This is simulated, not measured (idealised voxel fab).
The process module presented herein is designated voxel local oxidation.
Square cells of 5 nm make up the cross-section cut, whose width is 175 nm.
Format of a cross-section: grid, square cells. Given as bands. Order: top down. Band: one or more rows of cells.
Top, bottom (nm), then materials left to right with widths (nm); lone material tagged "all across" fills the whole band edge to edge; "blank" = empty space.
Heights are reckoned from 0. Under this level, the received wafer is all of one material. The bottommost band is open-ended downward, for example "0 nm and below".
The notation "30->40" denotes a width that varies across the rows of cells in the band, beginning at the first number in the top row, finishing at the second number in the bottom row, and changing by an identical amount from each row to the next.
"remained the same" after a step means that no cell of the cross-section changed.
Closed-off voids of 8+ cells (no open route to the top) go in "Closed voids list", written width x height at distance from the left edge, in nm.
What comes after the settings on a step's line is commentary from the simulator itself on that step.
overlay nm: mask right of planned place by this much (step with mask). Neg. = left.

[Planned step list for the process]
1,RECEIVE [material Si]
2,OXIDIZE [depth nm 5]
3,CONFORMAL_DEP [material SiN] [thk nm 10]
4,MASKED_ETCH [tone cover] [mask id ACTIVE] [width nm 115] [etch materials SiN] [depth nm 10] [overlay nm 0]
5,SELECTIVE_ETCH [etch materials SiO2] [depth nm 5]
6,OXIDIZE [depth nm 15]
7,STRIP [etch materials SiN]

[Delivered wafer in cross-section: state after step 1]
* 0 nm and below: Si all across
* Closed voids list: none

[Cross-section at module end, one run error; start and plan unchanged from above]
* -5 nm to -20 nm: blank: 50 / Si: 75 / blank: 50
* -20 nm and below: Si all across
* Closed voids list: none
It is concluded that the wafer was processed incorrectly with respect to the plan, in that the process deviated at step 7: the operation and settings actually run there were STRIP [etch materials SiO2]
